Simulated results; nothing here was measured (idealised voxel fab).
Herein follows the process module entitled voxel gate over fins.
Square cells of 5 nm make up the cross-section cut, whose width is 170 nm.
How to read a cross-section here: the picture is a grid of square cells, written as bands going from the top down, and any band can span one or more rows of cells.
Band: top height; bottom height; in nm. Then, left to right: material with width in nm, for each material. "all across": a single material spanning edge to edge. "empty": empty space.
Ref level 0: as-received wafer is one material below here. Bottom band extends down with no lower bound ("0 down").
Width "30 to 40": first value at the band's top row of cells, second value at its bottom row, equal change from row to row.
Given "no change" for a step, no cell of the cross-section differs between before and after that step.
Basically, "Enclosed void listing" tells you about the enclosed voids: empty spaces with no open way to the top, 8 cells or bigger, each written width x height at distance, where distance is from the left edge, all in nm.
On a step's line, text after the settings is the simulator commenting on that step.
What "overlay nm" on a step's line means: if the step has a mask, that mask lay this far to the right of its planned place, or, when the value is negative, to the left.

Intended process steps
| 1 | RECEIVE, material Si |
| 2 | CONFORMAL_DEP, material SiN, thk nm 5 |
| 3 | MASKED_ETCH, tone cover, mask id FINS, width nm 15, pitch nm 60, etch materials SiN, depth nm 5, overlay nm 0 |
| 4 | MASKED_ETCH, tone cover, mask id FINS, width nm 15, pitch nm 60, etch materials Si, depth nm 40, overlay nm 0 |
| 5 | FILL_DEP, material SiO2, thk nm 10 |
| 6 | CMP, height nm 5 |
| 7 | DIRECTIONAL_DEP, material aC, thk nm 10 |
| 8 | PATTERN, tone open, mask id RAIL, material resist, width nm 15, thk nm 25, overlay nm 0 |
| 9 | DIRECTIONAL_ETCH, etch materials aC, depth nm 10 |
| 10 | STRIP, etch materials resist |
| 11 | DIRECTIONAL_ETCH, etch materials SiO2, depth nm 40 |
| 12 | STRIP, etch materials aC |
| 13 | CONFORMAL_DEP, material TiN, thk nm 5 |
| 14 | FILL_DEP, material Ru, thk nm 5 |
| 15 | CMP, height nm 5 |
| 16 | SELECTIVE_ETCH, etch materials W Ru TiN, depth nm 20 |
| 17 | FILL_DEP, material SiO2, thk nm 5 |
| 18 | CMP, height nm 5 |
| 19 | SELECTIVE_ETCH, etch materials SiO2, depth nm 15 |
| 20 | STRIP, etch materials SiN |
| 21 | CONFORMAL_DEP, material HfO2, thk nm 5 |
| 22 | CONFORMAL_DEP, material TiN, thk nm 5 |
| 23 | FILL_DEP, material W, thk nm 15 |
| 24 | CMP, height nm 20 |
| 25 | CONFORMAL_DEP, material SiCN, thk nm 10 |

Cross-section: wafer on arrival = after step 1
0 down: Si all across
Enclosed void listing: none

The following cross-section depicts the wafer upon conclusion of the module. Processing commenced from the starting condition illustrated above and adhered to the plan illustrated above, save for one mistake in execution
30 to 20: SiCN all across
20 to 10: W all across
10 to 5: 35 W; 35 TiN; 25 W; 35 TiN; 40 W
5 to 0: 35 W; 5 TiN; 25 HfO2; 5 TiN; 25 W; 5 TiN; 25 HfO2; 5 TiN; 40 W
0 to -5: 40 TiN; 5 HfO2; 15 Si; 5 HfO2; 35 TiN; 5 HfO2; 15 Si; 5 HfO2; 45 TiN
-5 to -10: 45 HfO2; 15 Si; 45 HfO2; 15 Si; 50 HfO2
-10 to -15: 45 SiO2; 15 Si; 45 SiO2; 15 Si; 50 SiO2
-15 to -30: 45 SiO2; 15 Si; 10 SiO2; 5 TiN; 5 Ru; 5 TiN; 20 SiO2; 15 Si; 50 SiO2
-30 to -35: 45 SiO2; 15 Si; 10 SiO2; 15 TiN; 20 SiO2; 15 Si; 50 SiO2
-35 to -40: 45 SiO2; 15 Si; 45 SiO2; 15 Si; 50 SiO2
-40 down: Si all across
Enclosed void listing: none
Error vs. plan: step 8 ran with different settings than intended, the actual operation and settings being PATTERN, tone open, mask id RAIL, material resist, width nm 15, thk nm 25, overlay nm -5
